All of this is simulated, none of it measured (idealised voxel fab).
Presented below is a process module, voxel self aligned contacts.
It is cross-section cut that appears here, measuring 280 nm in width, its square cells being 5 nm in size.
Cross-section spec: square-cell grid; bands listed top down; each band is one or more rows. Basically the band line says how high the top is and how high the bottom is, in nm, and then what's in it from left to right, every material with its width in nm. Empty space shows up as "empty", and if a single material carries "full width" it runs the full band edge to edge. Where do heights start? At 0: under that level the wafer as delivered is made of one material only. And the lowest band has no floor; it just carries on downward, as in "0 -> down". Read "30 to 40" as a graded width: first number on top, second number at the bottom, same change between each pair of neighbouring rows. Reading "remains unaltered" for a step: not a cell of the cross-section changed in it. "Voids, fully enclosed" specifies each empty space that is not open to the top and that occupies no fewer than 8 cells, using the form width x height at distance, the distance measured from the left edge and all three quantities in nm. Text after the settings on a step's line: the simulator's own remark on that step. The line of a step may include "overlay nm". On a step with a mask, this value is how far to the right of its planned place the mask lay. A negative value means the mask lay to the left.

The steps planned for the process are as follows:
| 1 | RECEIVE with material Si |
| 2 | OXIDIZE with depth nm 5 |
| 3 | DIRECTIONAL_DEP with material polySi, thk nm 25 |
| 4 | DIRECTIONAL_DEP with material SiN, thk nm 20 |
| 5 | MASKED_ETCH with tone cover, mask id GATE, width nm 30, pitch nm 65, etch materials SiN, depth nm 20, overlay nm 0 |
| 6 | MASKED_ETCH with tone cover, mask id GATE, width nm 30, pitch nm 65, etch materials polySi, depth nm 25, overlay nm 0 |
| 7 | CONFORMAL_DEP with material SiN, thk nm 10 |
| 8 | DIRECTIONAL_ETCH with etch materials SiN, depth nm 10 |
| 9 | FILL_DEP with material SiO2, thk nm 10 |
| 10 | CMP with height nm 50 |
| 11 | PATTERN with tone open, mask id CONTACT, material resist, width nm 45, pitch nm 65, thk nm 15, overlay nm 0 |
| 12 | DIRECTIONAL_ETCH with etch materials SiO2, depth nm 55 |
| 13 | STRIP with etch materials resist |
| 14 | CONFORMAL_DEP with material TiN, thk nm 5 |
| 15 | FILL_DEP with material W, thk nm 5 |
| 16 | CMP with height nm 50 |
| 17 | CONFORMAL_DEP with material SiCN, thk nm 5 |

Cross-section of the wafer upon arrival, representing the state reached after step 1:
    0 -> down | Si full width
    Voids, fully enclosed: none

The plan above was carried out on the starting structure above with one mistake, and this cross-section shows the wafer at the end of the module:
    55 -> 50 | SiCN full width
    50 -> 45 | SiO2 85 nm  TiN 45 nm  SiO2 20 nm  TiN 45 nm  SiO2 85 nm
    45 -> 25 | SiN 70 nm  SiO2 10 nm  SiN 55 nm  SiO2 10 nm  SiN 55 nm  SiO2 10 nm  SiN 70 nm
    25 -> 0 | polySi full width
    0 -> -5 | SiO2 full width
    -5 -> down | Si full width
    Voids, fully enclosed: none
Deviation from plan: step 5 was processed under conditions differing from the plan, specifically as MASKED_ETCH with tone open, mask id GATE, width nm 30, pitch nm 65, etch materials SiN, depth nm 20, overlay nm 0
